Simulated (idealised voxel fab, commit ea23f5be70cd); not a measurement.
The process module presented herein is designated voxel capacitor over wiring.
Xsec cut, 200 nm wide, square cell size 5 nm.
In what follows, cross-sections appear as grids of square cells, described through bands that run from the top down, where every band is one or more rows of cells. Basically the band line says how high the top is and how high the bottom is, in nm, and then what's in it from left to right, every material with its width in nm. Empty space shows up as "blank", and if a single material carries "everywhere" it runs the full band edge to edge. Where do heights start? At 0: under that level the wafer as delivered is made of one material only. And the lowest band has no floor; it just carries on downward, as in "0 down". Think of "30 to 40" as a width that walks from the first number to the second as you go down the band, top row to bottom row, taking equal-sized steps from row to row. "no alterations made" after a step means that no cell of the cross-section changed. "Trapped void list" enumerates empty spaces isolated from the top, with no open way to it, that contain at least 8 cells, giving each as width x height at distance from the left edge, all three in nm. Past the settings on a step's line: simulator remark, on that step. The optional step-line setting "overlay nm" applies to steps with a mask and quantifies how far to the right of its planned location the mask lay, a negative value indicating leftward placement. Each pair of cross-sections that follows straddles one process step: the one shows the state before the step, the other the state after it, down to the lowest band that changed and no further. The step in question, and its settings, are given under the pair. Note that a pair is not necessarily a continuation of the pair above it, since pairs can come from different runs of this module on the same starting wafer; it is a continuation only where its entry headed "Prior to step" says so.
-- Prior to step
    75 to 70: TiN: 55  blank: 5  TiN: 140
    70 to 50: lowk: 50  TiN: 5  blank: 5  TiN: 5  lowk: 135
    50 to 45: SiCN: 50  TiN: 15  SiCN: 135
    45 to 20: SiO2: 45  W: 15  SiO2: 80  W: 15  SiO2: 45
    20 to 15: SiO2: 45  TiN: 15  SiO2: 80  TiN: 15  SiO2: 45
    15 to 0: SiO2 everywhere
    0 down: Si everywhere
    Trapped void list: none
-- After the Step
    80 to 75: Cu everywhere
    75 to 70: TiN: 55  Cu: 5  TiN: 140
    70 to 50: lowk: 50  TiN: 5  Cu: 5  TiN: 5  lowk: 135
    Unchanged below 50.
    Trapped void list: none
The structure shown above changes from one cross-section to the other through FILL_DEP: material Cu, thk nm 5
Prior to step: The structure entering this step is exactly what the pair just above shows after its step.
-- After the Step
    70 to 50: lowk: 50  TiN: 5  Cu: 5  TiN: 5  lowk: 135
    Unchanged below 50.
    Trapped void list: none
The structure shown above changes from one cross-section to the other through CMP: height nm 70
Prior to step: The structure entering this step is exactly what the pair just above shows after its step.
-- After the Step
    80 to 70: TiN everywhere
    Unchanged below 70.
    Trapped void list: none
The structure shown above changes from one cross-section to the other through DIRECTIONAL_DEP: material TiN, thk nm 10
Prior to step: The structure entering this step is exactly what the pair just above shows after its step.
-- After the Step
    85 to 80: HfO2 everywhere
    Unchanged below 80.
    Trapped void list: none
The structure shown above changes from one cross-section to the other through DIRECTIONAL_DEP: material HfO2, thk nm 5
Prior to step: The structure entering this step is exactly what the pair just above shows after its step.
-- After the Step
    90 to 85: TiN everywhere
    Unchanged below 85.
    Trapped void list: none
The structure shown above changes from one cross-section to the other through DIRECTIONAL_DEP: material TiN, thk nm 5
Prior to step: The structure entering this step is exactly what the pair just above shows after its step.
-- After the Step
    90 to 85: blank: 50  TiN: 75  blank: 75
    Unchanged below 85.
    Trapped void list: none
The structure shown above changes from one cross-section to the other through MASKED_ETCH: tone cover, mask id UPPER_PLATE, width nm 75, etch materials TiN, depth nm 5, overlay nm 0
Prior to step: The structure entering this step is exactly what the pair just above shows after its step.
-- After the Step
    90 to 85: blank: 50  TiN: 75  blank: 75
    85 to 80: blank: 50  HfO2: 75  blank: 75
    Unchanged below 80.
    Trapped void list: none
The structure shown above changes from one cross-section to the other through MASKED_ETCH: tone cover, mask id UPPER_PLATE, width nm 75, etch materials HfO2, depth nm 5, overlay nm 0
Prior to step: The structure entering this step is exactly what the pair just above shows after its step.
-- After the Step
    90 to 85: blank: 50  TiN: 75  blank: 75
    85 to 80: blank: 50  HfO2: 75  blank: 75
    80 to 70: blank: 45  TiN: 85  blank: 70
    Unchanged below 70.
    Trapped void list: none
The structure shown above changes from one cross-section to the other through MASKED_ETCH: tone cover, mask id LOWER_PLATE, width nm 85, etch materials TiN, depth nm 10, overlay nm 0
Prior to step: The structure entering this step is exactly what the pair just above shows after its step.
-- After the Step
    105 to 90: SiO2 everywhere
    90 to 85: SiO2: 50  TiN: 75  SiO2: 75
    85 to 80: SiO2: 50  HfO2: 75  SiO2: 75
    80 to 70: SiO2: 45  TiN: 85  SiO2: 70
    Unchanged below 70.
    Trapped void list: none
The structure shown above changes from one cross-section to the other through FILL_DEP: material SiO2, thk nm 15
Prior to step: The structure entering this step is exactly what the pair just above shows after its step.
-- After the Step
    100 to 90: SiO2 everywhere
    Unchanged below 90.
    Trapped void list: none
The structure shown above changes from one cross-section to the other through CMP: height nm 100
Prior to step: The structure entering this step is exactly what the pair just above shows after its step.
-- After the Step
    120 to 100: resist: 60  blank: 15  resist: 125
    Unchanged below 100.
    Trapped void list: none
The structure shown above changes from one cross-section to the other through PATTERN: tone open, mask id PLUG_2, material resist, width nm 15, thk nm 20, overlay nm 0
Prior to step: The structure entering this step is exactly what the pair just above shows after its step.
-- After the Step
    120 to 100: resist: 60  blank: 15  resist: 125
    100 to 90: SiO2: 60  blank: 15  SiO2: 125
    Unchanged below 90.
    Trapped void list: none
The structure shown above changes from one cross-section to the other through DIRECTIONAL_ETCH: etch materials SiO2, depth nm 10
Prior to step: The structure entering this step is exactly what the pair just above shows after its step.
-- After the Step
    100 to 90: SiO2: 60  blank: 15  SiO2: 125
    Unchanged below 90.
    Trapped void list: none
The structure shown above changes from one cross-section to the other through STRIP: etch materials resist
Prior to step: The structure entering this step is exactly what the pair just above shows after its step.
-- After the Step
    105 to 100: TiN: 65  blank: 5  TiN: 130
    100 to 95: SiO2: 60  TiN: 5  blank: 5  TiN: 5  SiO2: 125
    95 to 85: SiO2: 60 to 50  TiN: 15 to 75  SiO2: 125 to 75
    Unchanged below 85.
    Trapped void list: none
The structure shown above changes from one cross-section to the other through CONFORMAL_DEP: material TiN, thk nm 5
Prior to step: The structure entering this step is exactly what the pair just above shows after its step.
-- After the Step
    110 to 105: W everywhere
    105 to 100: TiN: 65  W: 5  TiN: 130
    100 to 95: SiO2: 60  TiN: 5  W: 5  TiN: 5  SiO2: 125
    Unchanged below 95.
    Trapped void list: none
The structure shown above changes from one cross-section to the other through FILL_DEP: material W, thk nm 5
Prior to step: The structure entering this step is exactly what the pair just above shows after its step.
-- After the Step
    100 to 95: SiO2: 60  TiN: 5  W: 5  TiN: 5  SiO2: 125
    Unchanged below 95.
    Trapped void list: none
The structure shown above changes from one cross-section to the other through CMP: height nm 100
Prior to step: The structure entering this step is exactly what the pair just above shows after its step.
-- After the Step
    105 to 100: SiN everywhere
    Unchanged below 100.
    Trapped void list: none
The structure shown above changes from one cross-section to the other through CONFORMAL_DEP: material SiN, thk nm 5
-- Prior to step
    100 to 90: SiO2 everywhere
    90 to 85: SiO2: 50  TiN: 75  SiO2: 75
    85 to 80: SiO2: 50  HfO2: 75  SiO2: 75
    80 to 70: SiO2: 45  TiN: 85  SiO2: 70
    70 to 50: lowk: 50  TiN: 5  Cu: 5  TiN: 5  lowk: 135
    50 to 45: SiCN: 50  TiN: 15  SiCN: 135
    45 to 20: SiO2: 40  W: 25  SiO2: 70  W: 25  SiO2: 40
    20 to 15: SiO2: 40  TiN: 25  SiO2: 70  TiN: 25  SiO2: 40
    15 to 0: SiO2 everywhere
    0 down: Si everywhere
    Trapped void list: none
-- After the Step
    120 to 100: resist: 65  blank: 15  resist: 120
    Unchanged below 100.
    Trapped void list: none
The structure shown above changes from one cross-section to the other through PATTERN: tone open, mask id PLUG_2, material resist, width nm 15, thk nm 20, overlay nm 5
Prior to step: The structure entering this step is exactly what the pair just above shows after its step.
-- After the Step
    120 to 100: resist: 65  blank: 15  resist: 120
    100 to 90: SiO2: 65  blank: 15  SiO2: 120
    Unchanged below 90.
    Trapped void list: none
The structure shown above changes from one cross-section to the other through DIRECTIONAL_ETCH: etch materials SiO2, depth nm 10
Prior to step: The structure entering this step is exactly what the pair just above shows after its step.
-- After the Step
    100 to 90: SiO2: 65  blank: 15  SiO2: 120
    Unchanged below 90.
    Trapped void list: none
The structure shown above changes from one cross-section to the other through STRIP: etch materials resist
Prior to step: The structure entering this step is exactly what the pair just above shows after its step.
-- After the Step
    105 to 100: TiN: 70  blank: 5  TiN: 125
    100 to 95: SiO2: 65  TiN: 5  blank: 5  TiN: 5  SiO2: 120
    95 to 85: SiO2: 65 to 50  TiN: 15 to 75  SiO2: 120 to 75
    Unchanged below 85.
    Trapped void list: none
The structure shown above changes from one cross-section to the other through CONFORMAL_DEP: material TiN, thk nm 5
Prior to step: The structure entering this step is exactly what the pair just above shows after its step.
-- After the Step
    110 to 105: W everywhere
    105 to 100: TiN: 70  W: 5  TiN: 125
    100 to 95: SiO2: 65  TiN: 5  W: 5  TiN: 5  SiO2: 120
    Unchanged below 95.
    Trapped void list: none
The structure shown above changes from one cross-section to the other through FILL_DEP: material W, thk nm 5
Prior to step: The structure entering this step is exactly what the pair just above shows after its step.
-- After the Step
    100 to 95: SiO2: 65  TiN: 5  W: 5  TiN: 5  SiO2: 120
    Unchanged below 95.
    Trapped void list: none
The structure shown above changes from one cross-section to the other through CMP: height nm 100
Prior to step: The structure entering this step is exactly what the pair just above shows after its step.
-- After the Step
    105 to 100: SiN everywhere
    Unchanged below 100.
    Trapped void list: none
The structure shown above changes from one cross-section to the other through CONFORMAL_DEP: material SiN, thk nm 5
-- Prior to step
    80 to 70: TiN everywhere
    70 to 50: lowk: 50  TiN: 5  Cu: 5  TiN: 5  lowk: 135
    50 to 45: SiCN: 50  TiN: 15  SiCN: 135
    45 to 20: SiO2: 40  W: 25  SiO2: 70  W: 25  SiO2: 40
    20 to 15: SiO2: 40  TiN: 25  SiO2: 70  TiN: 25  SiO2: 40
    15 to 0: SiO2 everywhere
    0 down: Si everywhere
    Trapped void list: none
-- After the Step
    85 to 80: SiCN everywhere
    Unchanged below 80.
    Trapped void list: none
The structure shown above changes from one cross-section to the other through DIRECTIONAL_DEP: material SiCN, thk nm 5
Prior to step: The structure entering this step is exactly what the pair just above shows after its step.
-- After the Step
    90 to 85: TiN everywhere
    Unchanged below 85.
    Trapped void list: none
The structure shown above changes from one cross-section to the other through DIRECTIONAL_DEP: material TiN, thk nm 5
Prior to step: The structure entering this step is exactly what the pair just above shows after its step.
-- After the Step
    90 to 85: blank: 50  TiN: 75  blank: 75
    Unchanged below 85.
    Trapped void list: none
The structure shown above changes from one cross-section to the other through MASKED_ETCH: tone cover, mask id UPPER_PLATE, width nm 75, etch materials TiN, depth nm 5, overlay nm 0
Prior to step: The structure entering this step is exactly what the pair just above shows after its step.
-- After the Step
    105 to 90: SiO2 everywhere
    90 to 85: SiO2: 50  TiN: 75  SiO2: 75
    Unchanged below 85.
    Trapped void list: none
The structure shown above changes from one cross-section to the other through FILL_DEP: material SiO2, thk nm 15
Prior to step: The structure entering this step is exactly what the pair just above shows after its step.
-- After the Step
    100 to 90: SiO2 everywhere
    Unchanged below 90.
    Trapped void list: none
The structure shown above changes from one cross-section to the other through CMP: height nm 100
Prior to step: The structure entering this step is exactly what the pair just above shows after its step.
-- After the Step
    120 to 100: resist: 60  blank: 15  resist: 125
    Unchanged below 100.
    Trapped void list: none
The structure shown above changes from one cross-section to the other through PATTERN: tone open, mask id PLUG_2, material resist, width nm 15, thk nm 20, overlay nm 0
Prior to step: The structure entering this step is exactly what the pair just above shows after its step.
-- After the Step
    120 to 100: resist: 60  blank: 15  resist: 125
    100 to 90: SiO2: 60  blank: 15  SiO2: 125
    Unchanged below 90.
    Trapped void list: none
The structure shown above changes from one cross-section to the other through DIRECTIONAL_ETCH: etch materials SiO2, depth nm 10
Prior to step: The structure entering this step is exactly what the pair just above shows after its step.
-- After the Step
    100 to 90: SiO2: 60  blank: 15  SiO2: 125
    Unchanged below 90.
    Trapped void list: none
The structure shown above changes from one cross-section to the other through STRIP: etch materials resist
Prior to step: The structure entering this step is exactly what the pair just above shows after its step.
-- After the Step
    105 to 100: TiN: 65  blank: 5  TiN: 130
    100 to 95: SiO2: 60  TiN: 5  blank: 5  TiN: 5  SiO2: 125
    95 to 85: SiO2: 60 to 50  TiN: 15 to 75  SiO2: 125 to 75
    Unchanged below 85.
    Trapped void list: none
The structure shown above changes from one cross-section to the other through CONFORMAL_DEP: material TiN, thk nm 5
Prior to step: The structure entering this step is exactly what the pair just above shows after its step.
-- After the Step
    110 to 105: W everywhere
    105 to 100: TiN: 65  W: 5  TiN: 130
    100 to 95: SiO2: 60  TiN: 5  W: 5  TiN: 5  SiO2: 125
    Unchanged below 95.
    Trapped void list: none
The structure shown above changes from one cross-section to the other through FILL_DEP: material W, thk nm 5
Prior to step: The structure entering this step is exactly what the pair just above shows after its step.
-- After the Step
    100 to 95: SiO2: 60  TiN: 5  W: 5  TiN: 5  SiO2: 125
    Unchanged below 95.
    Trapped void list: none
The structure shown above changes from one cross-section to the other through CMP: height nm 100
Prior to step: The structure entering this step is exactly what the pair just above shows after its step.
-- After the Step
    105 to 100: SiN everywhere
    Unchanged below 100.
    Trapped void list: none
The structure shown above changes from one cross-section to the other through CONFORMAL_DEP: material SiN, thk nm 5
-- Prior to step
    60 to 45: aC everywhere
    45 to 20: W everywhere
    20 to 15: TiN everywhere
    15 to 0: SiO2 everywhere
    0 down: Si everywhere
    Trapped void list: none
-- After the Step
    90 to 60: resist: 40  blank: 25  resist: 70  blank: 25  resist: 40
    Unchanged below 60.
    Trapped void list: none
The structure shown above changes from one cross-section to the other through PATTERN: tone open, mask id METAL_1, material resist, width nm 25, pitch nm 95, thk nm 30, overlay nm 0
Prior to step: The structure entering this step is exactly what the pair just above shows after its step.
-- After the Step
    75 to 60: resist: 40  blank: 25  resist: 70  blank: 25  resist: 40
    60 to 45: aC: 40  blank: 25  aC: 70  blank: 25  aC: 40
    Unchanged below 45.
    Trapped void list: none
The structure shown above changes from one cross-section to the other through DIRECTIONAL_ETCH: etch materials aC, depth nm 15
Prior to step: The structure entering this step is exactly what the pair just above shows after its step.
-- After the Step
    60 to 45: aC: 40  blank: 25  aC: 70  blank: 25  aC: 40
    Unchanged below 45.
    Trapped void list: none
The structure shown above changes from one cross-section to the other through STRIP: etch materials resist
Prior to step: The structure entering this step is exactly what the pair just above shows after its step.
-- After the Step
    60 to 45: aC: 40  blank: 25  aC: 70  blank: 25  aC: 40
    45 to 20: W: 40  blank: 25  W: 70  blank: 25  W: 40
    Unchanged below 20.
    Trapped void list: none
The structure shown above changes from one cross-section to the other through DIRECTIONAL_ETCH: etch materials W, depth nm 25
Prior to step: The structure entering this step is exactly what the pair just above shows after its step.
-- After the Step
    60 to 45: aC: 40  blank: 25  aC: 70  blank: 25  aC: 40
    45 to 20: W: 40  blank: 25  W: 70  blank: 25  W: 40
    20 to 15: TiN: 40  blank: 25  TiN: 70  blank: 25  TiN: 40
    Unchanged below 15.
    Trapped void list: none
The structure shown above changes from one cross-section to the other through DIRECTIONAL_ETCH: etch materials TiN, depth nm 5
Prior to step: The structure entering this step is exactly what the pair just above shows after its step.
-- After the Step
    45 to 20: W: 40  blank: 25  W: 70  blank: 25  W: 40
    Unchanged below 20.
    Trapped void list: none
The structure shown above changes from one cross-section to the other through STRIP: etch materials aC
Prior to step: The structure entering this step is exactly what the pair just above shows after its step.
-- After the Step
    55 to 45: SiO2 everywhere
    45 to 20: W: 40  SiO2: 25  W: 70  SiO2: 25  W: 40
    20 to 15: TiN: 40  SiO2: 25  TiN: 70  SiO2: 25  TiN: 40
    Unchanged below 15.
    Trapped void list: none
The structure shown above changes from one cross-section to the other through FILL_DEP: material SiO2, thk nm 10
Prior to step: The structure entering this step is exactly what the pair just above shows after its step.
-- After the Step
    45 to 20: W: 40  SiO2: 25  W: 70  SiO2: 25  W: 40
    Unchanged below 20.
    Trapped void list: none
The structure shown above changes from one cross-section to the other through CMP: height nm 45
Prior to step: The structure entering this step is exactly what the pair just above shows after its step.
-- After the Step
    50 to 45: SiCN everywhere
    Unchanged below 45.
    Trapped void list: none
The structure shown above changes from one cross-section to the other through CONFORMAL_DEP: material SiCN, thk nm 5
Prior to step: The structure entering this step is exactly what the pair just above shows after its step.
-- After the Step
    70 to 50: lowk everywhere
    Unchanged below 50.
    Trapped void list: none
The structure shown above changes from one cross-section to the other through DIRECTIONAL_DEP: material lowk, thk nm 20
Prior to step: The structure entering this step is exactly what the pair just above shows after its step.
-- After the Step
    85 to 70: aC everywhere
    Unchanged below 70.
    Trapped void list: none
The structure shown above changes from one cross-section to the other through DIRECTIONAL_DEP: material aC, thk nm 15
Prior to step: The structure entering this step is exactly what the pair just above shows after its step.
-- After the Step
    115 to 85: resist: 50  blank: 15  resist: 135
    Unchanged below 85.
    Trapped void list: none
The structure shown above changes from one cross-section to the other through PATTERN: tone open, mask id PLUG_1, material resist, width nm 15, thk nm 30, overlay nm 0
Prior to step: The structure entering this step is exactly what the pair just above shows after its step.
-- After the Step
    100 to 85: resist: 50  blank: 15  resist: 135
    85 to 70: aC: 50  blank: 15  aC: 135
    Unchanged below 70.
    Trapped void list: none
The structure shown above changes from one cross-section to the other through DIRECTIONAL_ETCH: etch materials aC, depth nm 15
Prior to step: The structure entering this step is exactly what the pair just above shows after its step.
-- After the Step
    85 to 70: aC: 50  blank: 15  aC: 135
    Unchanged below 70.
    Trapped void list: none
The structure shown above changes from one cross-section to the other through STRIP: etch materials resist
Prior to step: The structure entering this step is exactly what the pair just above shows after its step.
-- After the Step
    85 to 70: aC: 50  blank: 15  aC: 135
    70 to 50: lowk: 50  blank: 15  lowk: 135
    Unchanged below 50.
    Trapped void list: none
The structure shown above changes from one cross-section to the other through DIRECTIONAL_ETCH: etch materials lowk, depth nm 20
Prior to step: The structure entering this step is exactly what the pair just above shows after its step.
-- After the Step
    85 to 70: aC: 50  blank: 15  aC: 135
    70 to 50: lowk: 50  blank: 15  lowk: 135
    50 to 45: SiCN: 50  blank: 15  SiCN: 135
    Unchanged below 45.
    Trapped void list: none
The structure shown above changes from one cross-section to the other through DIRECTIONAL_ETCH: etch materials SiCN, depth nm 5
Prior to step: The structure entering this step is exactly what the pair just above shows after its step.
-- After the Step
    70 to 50: lowk: 50  blank: 15  lowk: 135
    Unchanged below 50.
    Trapped void list: none
The structure shown above changes from one cross-section to the other through STRIP: etch materials aC
Prior to step: The structure entering this step is exactly what the pair just above shows after its step.
-- After the Step
    75 to 70: TiN: 55  blank: 5  TiN: 140
    70 to 50: lowk: 50  TiN: 5  blank: 5  TiN: 5  lowk: 135
    50 to 45: SiCN: 50  TiN: 15  SiCN: 135
    Unchanged below 45.
    Trapped void list: none
The structure shown above changes from one cross-section to the other through CONFORMAL_DEP: material TiN, thk nm 5
Prior to step: The structure entering this step is exactly what the pair just above shows after its step.
-- After the Step
    80 to 75: Cu everywhere
    75 to 70: TiN: 55  Cu: 5  TiN: 140
    70 to 50: lowk: 50  TiN: 5  Cu: 5  TiN: 5  lowk: 135
    Unchanged below 50.
    Trapped void list: none
The structure shown above changes from one cross-section to the other through FILL_DEP: material Cu, thk nm 5
Prior to step: The structure entering this step is exactly what the pair just above shows after its step.
-- After the Step
    70 to 50: lowk: 50  TiN: 5  Cu: 5  TiN: 5  lowk: 135
    Unchanged below 50.
    Trapped void list: none
The structure shown above changes from one cross-section to the other through CMP: height nm 70
Prior to step: The structure entering this step is exactly what the pair just above shows after its step.
-- After the Step
    80 to 70: TiN everywhere
    Unchanged below 70.
    Trapped void list: none
The structure shown above changes from one cross-section to the other through DIRECTIONAL_DEP: material TiN, thk nm 10
Prior to step: The structure entering this step is exactly what the pair just above shows after its step.
-- After the Step
    85 to 80: HfO2 everywhere
    Unchanged below 80.
    Trapped void list: none
The structure shown above changes from one cross-section to the other through DIRECTIONAL_DEP: material HfO2, thk nm 5
Prior to step: The structure entering this step is exactly what the pair just above shows after its step.
-- After the Step
    90 to 85: TiN everywhere
    Unchanged below 85.
    Trapped void list: none
The structure shown above changes from one cross-section to the other through DIRECTIONAL_DEP: material TiN, thk nm 5
Prior to step: The structure entering this step is exactly what the pair just above shows after its step.
-- After the Step
    90 to 85: blank: 50  TiN: 75  blank: 75
    Unchanged below 85.
    Trapped void list: none
The structure shown above changes from one cross-section to the other through MASKED_ETCH: tone cover, mask id UPPER_PLATE, width nm 75, etch materials TiN, depth nm 5, overlay nm 0
Prior to step: The structure entering this step is exactly what the pair just above shows after its step.
-- After the Step
    90 to 85: blank: 50  TiN: 75  blank: 75
    85 to 80: blank: 50  HfO2: 75  blank: 75
    Unchanged below 80.
    Trapped void list: none
The structure shown above changes from one cross-section to the other through MASKED_ETCH: tone cover, mask id UPPER_PLATE, width nm 75, etch materials HfO2, depth nm 5, overlay nm 0
Prior to step: The structure entering this step is exactly what the pair just above shows after its step.
-- After the Step
    90 to 85: blank: 50  TiN: 75  blank: 75
    85 to 80: blank: 50  HfO2: 75  blank: 75
    80 to 70: blank: 45  TiN: 85  blank: 70
    Unchanged below 70.
    Trapped void list: none
The structure shown above changes from one cross-section to the other through MASKED_ETCH: tone cover, mask id LOWER_PLATE, width nm 85, etch materials TiN, depth nm 10, overlay nm 0
Prior to step: The structure entering this step is exactly what the pair just above shows after its step.
-- After the Step
    105 to 90: SiO2 everywhere
    90 to 85: SiO2: 50  TiN: 75  SiO2: 75
    85 to 80: SiO2: 50  HfO2: 75  SiO2: 75
    80 to 70: SiO2: 45  TiN: 85  SiO2: 70
    Unchanged below 70.
    Trapped void list: none
The structure shown above changes from one cross-section to the other through FILL_DEP: material SiO2, thk nm 15
Prior to step: The structure entering this step is exactly what the pair just above shows after its step.
-- After the Step
    100 to 90: SiO2 everywhere
    Unchanged below 90.
    Trapped void list: none
The structure shown above changes from one cross-section to the other through CMP: height nm 100
Prior to step: The structure entering this step is exactly what the pair just above shows after its step.
-- After the Step
    120 to 100: resist: 60  blank: 15  resist: 125
    Unchanged below 100.
    Trapped void list: none
The structure shown above changes from one cross-section to the other through PATTERN: tone open, mask id PLUG_2, material resist, width nm 15, thk nm 20, overlay nm 0
Prior to step: The structure entering this step is exactly what the pair just above shows after its step.
-- After the Step
    120 to 100: resist: 60  blank: 15  resist: 125
    100 to 90: SiO2: 60  blank: 15  SiO2: 125
    Unchanged below 90.
    Trapped void list: none
The structure shown above changes from one cross-section to the other through DIRECTIONAL_ETCH: etch materials SiO2, depth nm 10
Prior to step: The structure entering this step is exactly what the pair just above shows after its step.
-- After the Step
    100 to 90: SiO2: 60  blank: 15  SiO2: 125
    Unchanged below 90.
    Trapped void list: none
The structure shown above changes from one cross-section to the other through STRIP: etch materials resist
Prior to step: The structure entering this step is exactly what the pair just above shows after its step.
-- After the Step
    105 to 100: TiN: 65  blank: 5  TiN: 130
    100 to 95: SiO2: 60  TiN: 5  blank: 5  TiN: 5  SiO2: 125
    95 to 85: SiO2: 60 to 50  TiN: 15 to 75  SiO2: 125 to 75
    Unchanged below 85.
    Trapped void list: none
The structure shown above changes from one cross-section to the other through CONFORMAL_DEP: material TiN, thk nm 5
Prior to step: The structure entering this step is exactly what the pair just above shows after its step.
-- After the Step
    110 to 105: W everywhere
    105 to 100: TiN: 65  W: 5  TiN: 130
    100 to 95: SiO2: 60  TiN: 5  W: 5  TiN: 5  SiO2: 125
    Unchanged below 95.
    Trapped void list: none
The structure shown above changes from one cross-section to the other through FILL_DEP: material W, thk nm 5
Prior to step: The structure entering this step is exactly what the pair just above shows after its step.
-- After the Step
    100 to 95: SiO2: 60  TiN: 5  W: 5  TiN: 5  SiO2: 125
    Unchanged below 95.
    Trapped void list: none
The structure shown above changes from one cross-section to the other through CMP: height nm 100
Prior to step: The structure entering this step is exactly what the pair just above shows after its step.
-- After the Step
    105 to 100: SiN everywhere
    Unchanged below 100.
    Trapped void list: none
The structure shown above changes from one cross-section to the other through CONFORMAL_DEP: material SiN, thk nm 5
